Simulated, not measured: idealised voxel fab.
Name of the process module below: voxel lift off
This is section cut - it's 300 nm across, gridded in 5 nm square cells.
In this document a cross-section is written as a grid of square cells. It is given as a series of bands, listed from the top down, and a band is one or more rows of cells.
Heights first: top, then bottom, in nm. Then materials, left to right, each with a width in nm. "throughout" on a single material: fills the band edge to edge. "air": empty space.
We count height from 0. Below that, the starting wafer is all one material. The lowest band never ends at the bottom but goes on down; see "0 -> down" for how that is written.
When a width is written as two numbers, as in "30->40", the first number is the width in the top row of cells of the band and the second is the width in its bottom row, and the width changes by the same amount from each row to the next.
No cell of the cross-section changed in a step that is given as "nothing different".
In the "Trapped cavities" entry, you get each enclosed empty space of 8 cells or more, one with no open way to the top, written width x height at distance, distance from the left edge, in nm.
Read whatever lies past the settings on a step's line as the simulator's own remark about the step.
The setting "overlay nm" may be written on the line of a step. When the step uses a mask, the value reports how far to the right of the planned place the mask lay, and a negative value reports that it lay to the left.

The planned process steps are enumerated hereunder
- 1: RECEIVE with material Si
- 2: CONFORMAL_DEP with material Al2O3, thk nm 5
- 3: PATTERN with tone open, mask id LINES, material resist, width nm 20, pitch nm 45, thk nm 15, overlay nm -15
- 4: DIRECTIONAL_DEP with material Ru, thk nm 5
- 5: STRIP with etch materials resist
- 6: CONFORMAL_DEP with material SiO2, thk nm 5
The value of overlay nm given for step 3 in the plan refers to the first wafer; the wafers vary in this setting and are alike at the start.

As-received cross-section, first of several wafers, post step 1
> 0 -> down = Si throughout
> Trapped cavities: none

Once step 6, the last step, is complete, the module is at its end; this is the cross-section of the first of several wafers
> 15 -> 10 = air: 75  SiO2: 30  air: 15  SiO2: 30  air: 15  SiO2: 30  air: 105
> 10 -> 5 = SiO2: 80  Ru: 20  SiO2: 25  Ru: 20  SiO2: 25  Ru: 20  SiO2: 110
> 5 -> 0 = Al2O3 throughout
> 0 -> down = Si throughout
> Trapped cavities: none

Wafer cross-section (last wafer, module end)
> 15 -> 10 = air: 105  SiO2: 30  air: 15  SiO2: 30  air: 15  SiO2: 30  air: 75
> 10 -> 5 = SiO2: 110  Ru: 20  SiO2: 25  Ru: 20  SiO2: 25  Ru: 20  SiO2: 80
> 5 -> 0 = Al2O3 throughout
> 0 -> down = Si throughout
> Trapped cavities: none

Per-wafer rows below. For each material: cells gained (+) or lost (-) since the wafer was received, as of end of module. Then: closed voids
overlay nm -15 | +60 Al2O3 | +12 Ru | +66 SiO2 | Trapped cavities: none
overlay nm -10 | +60 Al2O3 | +12 Ru | +66 SiO2 | Trapped cavities: none
overlay nm -5 | +60 Al2O3 | +12 Ru | +66 SiO2 | Trapped cavities: none
overlay nm 0 | +60 Al2O3 | +12 Ru | +66 SiO2 | Trapped cavities: none
overlay nm 5 | +60 Al2O3 | +12 Ru | +66 SiO2 | Trapped cavities: none
overlay nm 10 | +60 Al2O3 | +12 Ru | +66 SiO2 | Trapped cavities: none
overlay nm 15 | +60 Al2O3 | +12 Ru | +66 SiO2 | Trapped cavities: none
